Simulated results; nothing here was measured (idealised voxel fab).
process module | voxel spacer lines
cross-section cut | 295 nm wide | cells 5 nm
A cross-section is a grid of square cells, given in bands from the top down. A band is one or more rows of cells.
Each band's line starts with the height of the band's top and of its bottom, in nm. Then come its materials from left to right, each with its width in nm. One material with "throughout" fills the band from edge to edge. "air" is empty space.
Height 0 is the level under which the wafer as received is all one material. The lowest band goes on downwards, as in "0 down".
A width such as "30 to 40" changes by the same amount from each row of cells to the next, from the band's top row to its bottom row.
"no change" after a step means that no cell of the cross-section changed.
closed voids: empty space of 8 cells or more with no open way to the top, each as width x height at its distance from the left edge, in nm
after a step's settings: what the simulator itself notes on the step
overlay nm, on a step with a mask: how far to the right of its planned place the mask lay; to the left if negative
plan
1 op RECEIVE | material Si
2 op CONFORMAL_DEP | material Al2O3 | thk nm 10
3 op DIRECTIONAL_DEP | material TiN | thk nm 15
4 op DIRECTIONAL_DEP | material polySi | thk nm 30
5 op PATTERN | tone cover | mask id MANDREL | material resist | width nm 15 | pitch nm 50 | thk nm 35 | overlay nm 0
6 op DIRECTIONAL_ETCH | etch materials polySi | depth nm 30
7 op STRIP | etch materials resist
8 op CONFORMAL_DEP | material SiN | thk nm 10
9 op DIRECTIONAL_ETCH | etch materials SiN | depth nm 10
10 op STRIP | etch materials polySi
11 op DIRECTIONAL_ETCH | etch materials TiN | depth nm 15
12 op STRIP | etch materials SiN
13 op FILL_DEP | material SiO2 | thk nm 10
14 op CMP | height nm 25
varied across the wafers: width nm of step 5. The plan shows the first wafer's value. All wafers start alike
first wafer as received, after step 1
  0 down: Si throughout
  closed voids: none
first wafer at the end, after step 14
  25 to 10: SiO2 105 | TiN 10 | SiO2 15 | TiN 10 | SiO2 15 | TiN 10 | SiO2 15 | TiN 10 | SiO2 105
  10 to 0: Al2O3 throughout
  0 down: Si throughout
  closed voids: none
last wafer at the end
  25 to 10: SiO2 100 | TiN 10 | SiO2 30 | TiN 20 | SiO2 30 | TiN 10 | SiO2 95
  10 to 0: Al2O3 throughout
  0 down: Si throughout
  closed voids: none
each wafer at the end: cells of each material gained (+) or lost (-) since it was received, then its closed voids
width nm 15 | +118 Al2O3 | +153 SiO2 | +24 TiN | closed voids: none
width nm 20 | +118 Al2O3 | +153 SiO2 | +24 TiN | closed voids: none
width nm 25 | +118 Al2O3 | +153 SiO2 | +24 TiN | closed voids: none
width nm 30 | +118 Al2O3 | +153 SiO2 | +24 TiN | closed voids: none
